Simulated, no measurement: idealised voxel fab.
Process module heading - voxel air gaps
Cross-sectional view cut (width: 210 nm; square cell size: 5 nm).
If you're reading a cross-section in this doc, picture square cells in a grid; it comes to you as bands, top ones listed first down to the bottom, and a band can be one or more rows of cells. Heads up on the band format: heights come first, top then bottom, in nm. After that it's the materials left to right, each with its width in nm. A single material flagged "throughout" fills the whole band edge to edge, and "empty" means there's empty space there. Counting heights begins at 0, where everything beneath is, in the wafer as received, one material. The lowest band has no bottom; it goes on downwards, as "z 0 and below" shows. The expression "30..40" gives the width at the extremes of the band, the first number at its top row of cells and the second at its bottom row, with the width changing by equal amounts from each row to the next in between. Where the words "nothing was modified" appear for a step, the cross-section shows no cell changed by that step; every cell remained as before. Entry "Voids, sealed" = empty spaces >= 8 cells with no open way to the top; each as width x height at distance, distance from left edge, all nm. That trailing text on a step's line, after the settings, is the simulator's own remark on the step. When a step includes a mask, the "overlay nm" setting on its line states how far to the right of its planned place that mask lay, and negative values state how far to the left.
## The following list gives the planned process steps
| 1 | RECEIVE: material Si |
| 2 | CONFORMAL_DEP: material SiO2, thk nm 15 |
| 3 | CONFORMAL_DEP: material SiCN, thk nm 5 |
| 4 | DIRECTIONAL_DEP: material SiO2, thk nm 30 |
| 5 | DIRECTIONAL_DEP: material aC, thk nm 10 |
| 6 | PATTERN: tone open, mask id LINES, material resist, width nm 20, pitch nm 50, thk nm 30, overlay nm 0 |
| 7 | DIRECTIONAL_ETCH: etch materials aC, depth nm 10 |
| 8 | STRIP: etch materials resist |
| 9 | DIRECTIONAL_ETCH: etch materials SiO2, depth nm 30 |
| 10 | STRIP: etch materials aC |
| 11 | CONFORMAL_DEP: material TiN, thk nm 5 |
| 12 | FILL_DEP: material W, thk nm 5 |
| 13 | CMP: height nm 50 |
| 14 | EPI: material Ru, thk nm 10 |
| 15 | SELECTIVE_ETCH: etch materials SiO2, depth nm 40 |
| 16 | CONFORMAL_DEP: material SiCN, thk nm 5 |
## Cross-section of the wafer upon arrival, representing the state reached after step 1
    z 0 and below  Si throughout
    Voids, sealed: none
## Same starting wafer, same plan as above, one mistake in the execution; this is the cross-section at the end of the module
    z 65 to 60  empty 5, then SiCN 200, then empty 5
    z 60 to 50  empty 5, then SiCN 5, then Ru 40, then SiCN 10, then Ru 40, then SiCN 10, then Ru 40, then SiCN 10, then Ru 40, then SiCN 5, then empty 5
    z 50 to 45  empty 5, then SiCN 15, then TiN 5, then SiCN 10, then TiN 5, then SiCN 30, then TiN 5, then SiCN 10, then TiN 5, then SiCN 30, then TiN 5, then SiCN 10, then TiN 5, then SiCN 30, then TiN 5, then SiCN 10, then TiN 5, then SiCN 15, then empty 5
    z 45 to 25  empty 15, then SiCN 5, then TiN 5, then SiCN 10, then TiN 5, then SiCN 5, then empty 20, then SiCN 5, then TiN 5, then SiCN 10, then TiN 5, then SiCN 5, then empty 20, then SiCN 5, then TiN 5, then SiCN 10, then TiN 5, then SiCN 5, then empty 20, then SiCN 5, then TiN 5, then SiCN 10, then TiN 5, then SiCN 5, then empty 15
    z 25 to 20  SiCN 20, then TiN 20, then SiCN 30, then TiN 20, then SiCN 30, then TiN 20, then SiCN 30, then TiN 20, then SiCN 20
    z 20 to 15  SiCN throughout
    z 15 to 0  SiO2 throughout
    z 0 and below  Si throughout
    Voids, sealed: 20 x 20 at 45; 20 x 20 at 95; 20 x 20 at 145
Finding, execution versus plan: step 12, actual vs plan mismatch, actual run FILL_DEP: material SiCN, thk nm 5
